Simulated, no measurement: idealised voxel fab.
Title: Process Module voxel transistor to metal
Section shown: cut. Width: 205 nm. Cell size: 5 nm, square.
In what follows, cross-sections appear as grids of square cells, described through bands that run from the top down, where every band is one or more rows of cells. The band entry comprises the height of the band's top followed by the height of its bottom, expressed in nm, and subsequently the band's materials from left to right, each stated together with its width in nm. Where a single material is marked with the word "full width", that material fills the band from edge to edge. The word "blank" represents empty space. Heights are measured from 0, the level below which the as-received wafer is all one material; the lowest band has no bottom and continues downward, written as in "0..down". So if you see something like "30..40" for the width, read it as the top row of the band sitting at the first number and the bottom row at the second, with every row in between moving by the same amount as the last. Given "nothing was modified" for a step, no cell of the cross-section differs between before and after that step. For the entry "Completely enclosed voids", the listed items are empty spaces with no open way to the top whose size is 8 cells or more; each item follows the pattern width x height at distance, where distance is from the left edge and all three are in nm. That trailing text on a step's line, after the settings, is the simulator's own remark on the step. The setting "overlay nm" may be written on the line of a step. When the step uses a mask, the value reports how far to the right of the planned place the mask lay, and a negative value reports that it lay to the left.

-- Planned step list for the process
1) RECEIVE,material Si
2) OXIDIZE,depth nm 5
3) CONFORMAL_DEP,material SiN,thk nm 15
4) MASKED_ETCH,tone cover,mask id ACTIVE,width nm 110,etch materials SiN,depth nm 15,overlay nm 0
5) MASKED_ETCH,tone cover,mask id ACTIVE,width nm 110,etch materials SiO2,depth nm 5,overlay nm 0
6) MASKED_ETCH,tone cover,mask id ACTIVE,width nm 110,etch materials Si,depth nm 25,overlay nm 0
7) FILL_DEP,material SiO2,thk nm 10
8) CMP,height nm 15
9) SELECTIVE_ETCH,etch materials SiO2,depth nm 5
10) STRIP,etch materials SiN
11) SELECTIVE_ETCH,etch materials SiO2,depth nm 5
12) OXIDIZE,depth nm 5
13) DIRECTIONAL_DEP,material polySi,thk nm 25
14) DIRECTIONAL_DEP,material SiCN,thk nm 10
15) PATTERN,tone cover,mask id GATE,material resist,width nm 30,thk nm 20,overlay nm 0
16) DIRECTIONAL_ETCH,etch materials SiCN,depth nm 20
17) DIRECTIONAL_ETCH,etch materials polySi,depth nm 35
18) STRIP,etch materials resist
19) CONFORMAL_DEP,material SiO2,thk nm 5
20) DIRECTIONAL_ETCH,etch materials SiO2,depth nm 5
21) CONFORMAL_DEP,material SiN,thk nm 10
22) DIRECTIONAL_ETCH,etch materials SiN,depth nm 10
23) DIRECTIONAL_ETCH,etch materials SiO2,depth nm 5
24) DIRECTIONAL_ETCH,etch materials Si,depth nm 5
25) EPI,material nSi,thk nm 5
26) FILL_DEP,material SiO2,thk nm 5
27) CMP,height nm 20
28) STRIP,etch materials polySi
29) SELECTIVE_ETCH,etch materials SiO2,depth nm 5
30) CONFORMAL_DEP,material HfO2,thk nm 5
31) CONFORMAL_DEP,material TiN,thk nm 5
32) FILL_DEP,material W,thk nm 5
33) CMP,height nm 15
34) DIRECTIONAL_DEP,material SiO2,thk nm 15
35) MASKED_ETCH,tone open,mask id CONTACT,width nm 20,pitch nm 80,etch materials SiO2,depth nm 40,overlay nm 0
36) CONFORMAL_DEP,material TiN,thk nm 5
37) FILL_DEP,material W,thk nm 5
38) CMP,height nm 30
39) DIRECTIONAL_DEP,material TiN,thk nm 5
40) DIRECTIONAL_DEP,material Ru,thk nm 15
41) PATTERN,tone cover,mask id METAL_1,material resist,width nm 20,pitch nm 80,thk nm 15,overlay nm 0
42) DIRECTIONAL_ETCH,etch materials Ru,depth nm 15
43) DIRECTIONAL_ETCH,etch materials TiN,depth nm 5
44) STRIP,etch materials resist
45) CONFORMAL_DEP,material SiCN,thk nm 5
46) FILL_DEP,material SiO2,thk nm 10
47) CMP,height nm 50
48) CONFORMAL_DEP,material SiN,thk nm 5

-- Shown in cross-section is the wafer as received, that is, as it stands after step 1
0..down  Si full width
Completely enclosed voids: none

-- Result of the module, cross-sectioned: start per above, plan per above, one error in how it was run
55..50  SiN full width
50..35  SiO2=45 | SiCN=5 | Ru=20 | SiCN=5 | SiO2=50 | SiCN=5 | Ru=20 | SiCN=5 | SiO2=50
35..30  SiCN=50 | TiN=20 | SiCN=60 | TiN=20 | SiCN=55
30..15  SiO2=50 | TiN=5 | W=10 | TiN=5 | SiO2=60 | TiN=5 | W=10 | TiN=5 | SiO2=55
15..10  SiO2=50 | TiN=5 | W=10 | TiN=5 | SiN=10 | HfO2=5 | TiN=5 | W=20 | TiN=5 | HfO2=5 | SiN=10 | TiN=5 | W=10 | TiN=5 | SiO2=55
10..5  SiO2=50 | TiN=5 | W=10 | TiN=5 | SiN=10 | HfO2=5 | TiN=5 | W=20 | TiN=5 | HfO2=5 | SiN=10 | TiN=20 | SiO2=55
5..0  SiO2=35 | SiN=10 | SiO2=5 | TiN=5 | W=10 | TiN=5 | SiN=10 | HfO2=5 | TiN=5 | W=20 | TiN=5 | HfO2=5 | SiN=10 | TiN=5 | SiN=10 | TiN=5 | SiO2=55
0..-5  SiO2=35 | SiN=10 | SiO2=5 | TiN=5 | W=5 | TiN=10 | SiN=10 | HfO2=5 | TiN=30 | HfO2=5 | SiN=10 | TiN=5 | SiN=10 | TiN=5 | SiO2=55
-5..-10  SiO2=45 | nSi=5 | TiN=15 | nSi=5 | SiO2=10 | HfO2=40 | SiO2=10 | nSi=5 | SiO2=10 | TiN=5 | SiO2=55
-10..-15  SiO2=35 | Si=10 | nSi=25 | Si=60 | nSi=5 | Si=20 | SiO2=50
-15..-30  SiO2=35 | Si=120 | SiO2=50
-30..down  Si full width
Completely enclosed voids: none
Error vs. plan: for step 4, the planned setting was not used; the step was instead run as MASKED_ETCH,tone cover,mask id ACTIVE,width nm 110,etch materials SiN,depth nm 15,overlay nm -10
